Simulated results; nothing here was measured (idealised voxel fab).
Herein follows the process module entitled voxel wiring stack.
The figure presents cross-section cut, which has a width of 230 nm and is divided into square cells with an edge length of 5 nm.
Cross-section = grid of square cells, listed top down in bands; band = one or more rows. Top height, bottom height, nm. Materials left to right, width each, nm. Single material + "throughout" = fills band edge to edge. "empty" = empty. Height is counted from the level 0, under which the received wafer is composed throughout of one material. The lowest of the bands is not closed at the bottom but continues downward, in the notation "z 0 and below". Note: "30 to 40" means the width goes from the first number (top row of the band) to the second number (bottom row) in equal steps per row of cells. The cross-section has no changed cell in any step marked "stayed the same". Empty spaces without an open route to the top, at least 8 cells in extent, make up the entry "Sealed internal voids"; each is given as width x height at distance, where the distance is measured from the left edge, and all are in nm. It should be noted that, on the line of a given step, the content following the step's settings is a remark produced by the simulator itself with respect to that step. Regarding "overlay nm": on a step with a mask, it is the distance the mask lay to the right of its planned place; a negative value places it to the left.
**Here's what the planned process steps look like**
| 1 | RECEIVE [material Si] |
| 2 | CONFORMAL_DEP [material SiO2] [thk nm 10] |
| 3 | DIRECTIONAL_DEP [material TiN] [thk nm 5] |
| 4 | DIRECTIONAL_DEP [material Ru] [thk nm 25] |
| 5 | PATTERN [tone cover] [mask id METAL_1] [material resist] [width nm 20] [pitch nm 35] [thk nm 15] [overlay nm 0] |
| 6 | DIRECTIONAL_ETCH [etch materials Ru] [depth nm 25] |
| 7 | DIRECTIONAL_ETCH [etch materials TiN] [depth nm 5] |
| 8 | STRIP [etch materials resist] |
| 9 | CONFORMAL_DEP [material SiCN] [thk nm 5] |
| 10 | FILL_DEP [material SiO2] [thk nm 10] |
| 11 | CMP [height nm 40] |
| 12 | CONFORMAL_DEP [material SiCN] [thk nm 5] |
| 13 | DIRECTIONAL_DEP [material SiO2] [thk nm 20] |
| 14 | MASKED_ETCH [tone open] [mask id PLUG_1] [width nm 15] [pitch nm 70] [etch materials SiO2] [depth nm 20] [overlay nm 0] |
| 15 | MASKED_ETCH [tone open] [mask id PLUG_1] [width nm 15] [pitch nm 70] [etch materials SiCN] [depth nm 5] [overlay nm 0] |
| 16 | EPI [material Ru] [thk nm 10] |
| 17 | EPI [material Ru] [thk nm 10] |
| 18 | EPI [material Ru] [thk nm 5] |
| 19 | CONFORMAL_DEP [material SiCN] [thk nm 5] |
| 20 | DIRECTIONAL_DEP [material SiO2] [thk nm 15] |
| 21 | DIRECTIONAL_DEP [material aC] [thk nm 10] |
| 22 | PATTERN [tone open] [mask id METAL_2] [material resist] [width nm 20] [pitch nm 35] [thk nm 25] [overlay nm 0] |
| 23 | DIRECTIONAL_ETCH [etch materials aC] [depth nm 10] |
| 24 | STRIP [etch materials resist] |
| 25 | DIRECTIONAL_ETCH [etch materials SiO2] [depth nm 15] |
| 26 | DIRECTIONAL_ETCH [etch materials SiCN] [depth nm 5] |
| 27 | STRIP [etch materials aC] |
| 28 | CONFORMAL_DEP [material TiN] [thk nm 5] |
| 29 | FILL_DEP [material Ru] [thk nm 10] |
| 30 | CMP [height nm 85] |
| 31 | CONFORMAL_DEP [material SiCN] [thk nm 5] |
| 32 | DIRECTIONAL_DEP [material SiO2] [thk nm 20] |
| 33 | PATTERN [tone open] [mask id PLUG_2] [material resist] [width nm 15] [pitch nm 70] [thk nm 20] [overlay nm 0] |
| 34 | DIRECTIONAL_ETCH [etch materials SiO2] [depth nm 20] |
| 35 | DIRECTIONAL_ETCH [etch materials SiCN] [depth nm 5] |
| 36 | STRIP [etch materials resist] |
| 37 | CONFORMAL_DEP [material TiN] [thk nm 5] |
| 38 | FILL_DEP [material Ru] [thk nm 5] |
| 39 | CMP [height nm 110] |
| 40 | CONFORMAL_DEP [material SiN] [thk nm 5] |
| 41 | DIRECTIONAL_DEP [material lowk] [thk nm 20] |
| 42 | PATTERN [tone open] [mask id METAL_3] [material resist] [width nm 20] [pitch nm 35] [thk nm 15] [overlay nm 0] |
| 43 | DIRECTIONAL_ETCH [etch materials lowk] [depth nm 20] |
| 44 | DIRECTIONAL_ETCH [etch materials SiN] [depth nm 5] |
| 45 | STRIP [etch materials resist] |
| 46 | CONFORMAL_DEP [material TiN] [thk nm 5] |
| 47 | FILL_DEP [material Cu] [thk nm 5] |
| 48 | CMP [height nm 135] |
| 49 | CONFORMAL_DEP [material SiCN] [thk nm 5] |
| 50 | DIRECTIONAL_DEP [material lowk] [thk nm 25] |
| 51 | MASKED_ETCH [tone open] [mask id METAL_4_HOLES] [width nm 15] [pitch nm 35] [etch materials lowk] [depth nm 25] [overlay nm 0] |
| 52 | MASKED_ETCH [tone open] [mask id METAL_4] [width nm 20] [pitch nm 35] [etch materials lowk] [depth nm 15] [overlay nm 0] |
| 53 | MASKED_ETCH [tone open] [mask id METAL_4] [width nm 20] [pitch nm 35] [etch materials SiCN] [depth nm 5] [overlay nm 0] |
| 54 | CONFORMAL_DEP [material TiN] [thk nm 5] |
| 55 | FILL_DEP [material Cu] [thk nm 10] |
| 56 | CMP [height nm 165] |
| 57 | CONFORMAL_DEP [material SiCN] [thk nm 5] |
varied across the wafers: thk nm of step 3. The plan shows the first wafer's value. All wafers start alike
**The first of several wafers, as received after step 1, seen in section**
> z 0 and below  Si throughout
> Sealed internal voids: none
**Gained (+) or lost (-) cells of each material since receipt, then closed voids: one row per wafer, at the end of the module**
thk nm 5, +60 Cu, +142 Ru, +260 SiCN, +30 SiN, +612 SiO2, +182 TiN, +278 lowk, Sealed internal voids: none
thk nm 10, +60 Cu, +126 Ru, +252 SiCN, +30 SiN, +590 SiO2, +228 TiN, +278 lowk, Sealed internal voids: none
thk nm 15, +60 Cu, +110 Ru, +244 SiCN, +30 SiN, +568 SiO2, +274 TiN, +278 lowk, Sealed internal voids: none
thk nm 20, +60 Cu, +94 Ru, +236 SiCN, +30 SiN, +546 SiO2, +320 TiN, +278 lowk, Sealed internal voids: none
